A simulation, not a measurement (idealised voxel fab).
process module | voxel plated lines
cross-section cut | 290 nm wide | cells 5 nm
A cross-section is a grid of square cells, given in bands from the top down. A band is one or more rows of cells.
Each band's line starts with the height of the band's top and of its bottom, in nm. Then come its materials from left to right, each with its width in nm. One material with "throughout" fills the band from edge to edge. "air" is empty space.
Height 0 is the level under which the wafer as received is all one material. The lowest band goes on downwards, as in "0 down".
A width such as "30 to 40" changes by the same amount from each row of cells to the next, from the band's top row to its bottom row.
"no change" after a step means that no cell of the cross-section changed.
closed voids: empty space of 8 cells or more with no open way to the top, each as width x height at its distance from the left edge, in nm
after a step's settings: what the simulator itself notes on the step
overlay nm, on a step with a mask: how far to the right of its planned place the mask lay; to the left if negative
plan
1 op RECEIVE | material Si
2 op CONFORMAL_DEP | material Al2O3 | thk nm 10
3 op DIRECTIONAL_DEP | material TiN | thk nm 5
4 op PATTERN | tone open | mask id LINES | material resist | width nm 20 | pitch nm 35 | thk nm 35 | overlay nm 0
5 op EPI | material Ru | thk nm 5
6 op EPI | material Ru | thk nm 5
7 op EPI | material Ru | thk nm 10
8 op STRIP | etch materials resist
9 op DIRECTIONAL_ETCH | etch materials TiN | depth nm 5
10 op CONFORMAL_DEP | material SiCN | thk nm 5
as received, after step 1
  0 down: Si throughout
  closed voids: none
first wafer at the end, as planned
  40 to 35: air 75 | SiCN 30 | air 5 | SiCN 30 | air 5 | SiCN 30 | air 5 | SiCN 30 | air 80
  35 to 15: air 75 | SiCN 5 | Ru 20 | SiCN 5 | air 5 | SiCN 5 | Ru 20 | SiCN 5 | air 5 | SiCN 5 | Ru 20 | SiCN 5 | air 5 | SiCN 5 | Ru 20 | SiCN 5 | air 80
  15 to 10: SiCN 80 | TiN 20 | SiCN 15 | TiN 20 | SiCN 15 | TiN 20 | SiCN 15 | TiN 20 | SiCN 85
  10 to 0: Al2O3 throughout
  0 down: Si throughout
  closed voids: none
second wafer at the end: like start, like plan, one mistake
  40 to 35: air 75 | SiCN 30 | air 5 | SiCN 30 | air 5 | SiCN 30 | air 5 | SiCN 30 | air 80
  35 to 15: air 75 | SiCN 5 | Ru 20 | SiCN 5 | air 5 | SiCN 5 | Ru 20 | SiCN 5 | air 5 | SiCN 5 | Ru 20 | SiCN 5 | air 5 | SiCN 5 | Ru 20 | SiCN 5 | air 80
  15 to 10: SiCN 80 | TiN 20 | SiCN 15 | TiN 20 | SiCN 15 | TiN 20 | SiCN 15 | TiN 20 | SiCN 85
  10 to 0: Ru throughout
  0 down: Si throughout
  closed voids: none
what went wrong: step 2 ran as: op CONFORMAL_DEP | material Ru | thk nm 10
at the end the second wafer has, in cells: 116 fewer of Al2O3 | 116 more of Ru
